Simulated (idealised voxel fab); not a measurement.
Process module under the name voxel self aligned contacts
The cross-section shown here is cut; it is 225 nm wide and divided into square cells measuring 5 nm on a side.
A cross-section is written here as square cells arranged in a grid, and it is given in bands from the top down, each band taking up one or more rows of cells. In this notation a band is specified by the heights of its top and bottom, in that order and in nm, after which its materials appear from left to right, each paired with its width in nm. The word "all across" attached to a single material means that material fills the band from edge to edge; the word "blank" stands for empty space. Below 0: as-received wafer, all one material; heights counted from there. Lowest band: no bottom, goes on down, written "0 and below". You'd read "30 to 40" like this: the band's top row of cells is as wide as the first number, its bottom row is as wide as the second, and going down, every row changes width by the same amount as the row before did. The designation "stayed the same", where it is given for a processing step, indicates that no cell of the cross-section was altered in the course of that step. Entry "Unvented internal voids" = empty spaces >= 8 cells with no open way to the top; each as width x height at distance, distance from left edge, all nm. What comes after the settings on a step's line is commentary from the simulator itself on that step. If you see "overlay nm" on a step's line and that step has a mask, it's telling you how far right of where it was planned the mask ended up; a negative number means it went left instead.

## This section lists the process steps that were planned
step 1: RECEIVE,material Si
step 2: OXIDIZE,depth nm 5
step 3: DIRECTIONAL_DEP,material polySi,thk nm 30
step 4: DIRECTIONAL_DEP,material SiN,thk nm 25
step 5: MASKED_ETCH,tone cover,mask id GATE,width nm 30,pitch nm 75,etch materials SiN,depth nm 25,overlay nm 0
step 6: MASKED_ETCH,tone cover,mask id GATE,width nm 30,pitch nm 75,etch materials polySi,depth nm 20,overlay nm 0
step 7: CONFORMAL_DEP,material SiN,thk nm 10
step 8: DIRECTIONAL_ETCH,etch materials SiN,depth nm 10
step 9: FILL_DEP,material SiO2,thk nm 10
step 10: CMP,height nm 60
step 11: PATTERN,tone open,mask id CONTACT,material resist,width nm 55,pitch nm 75,thk nm 15,overlay nm 0
step 12: DIRECTIONAL_ETCH,etch materials SiO2,depth nm 65
step 13: STRIP,etch materials resist
step 14: CONFORMAL_DEP,material TiN,thk nm 5
step 15: FILL_DEP,material Ru,thk nm 5
step 16: CMP,height nm 60
step 17: CONFORMAL_DEP,material SiCN,thk nm 5
Heads up: all these wafers start the same, and what changes between them is the depth nm in step 6. The value you see in the plan is just what the first wafer got.

## The first of several wafers as received, shown in cross-section; this is its state after step 1
0 and below: Si all across
Unvented internal voids: none

## So in this table every wafer gets its own row, and what you see is where it stands at the end of the module: for each material, how many cells it picked up (+) or gave up (-) since we received it, and after that its closed voids
depth nm 20 | +54 Ru | -45 Si | +45 SiCN | +198 SiN | +113 SiO2 | +58 TiN | +162 polySi | Unvented internal voids: none
depth nm 25 | +60 Ru | -45 Si | +45 SiCN | +210 SiN | +118 SiO2 | +62 TiN | +135 polySi | Unvented internal voids: none
depth nm 30 | +72 Ru | -45 Si | +45 SiCN | +222 SiN | +113 SiO2 | +70 TiN | +108 polySi | Unvented internal voids: none
depth nm 35 | +72 Ru | -45 Si | +45 SiCN | +222 SiN | +113 SiO2 | +70 TiN | +108 polySi | Unvented internal voids: none
depth nm 40 | +72 Ru | -45 Si | +45 SiCN | +222 SiN | +113 SiO2 | +70 TiN | +108 polySi | Unvented internal voids: none
depth nm 45 | +72 Ru | -45 Si | +45 SiCN | +222 SiN | +113 SiO2 | +70 TiN | +108 polySi | Unvented internal voids: none
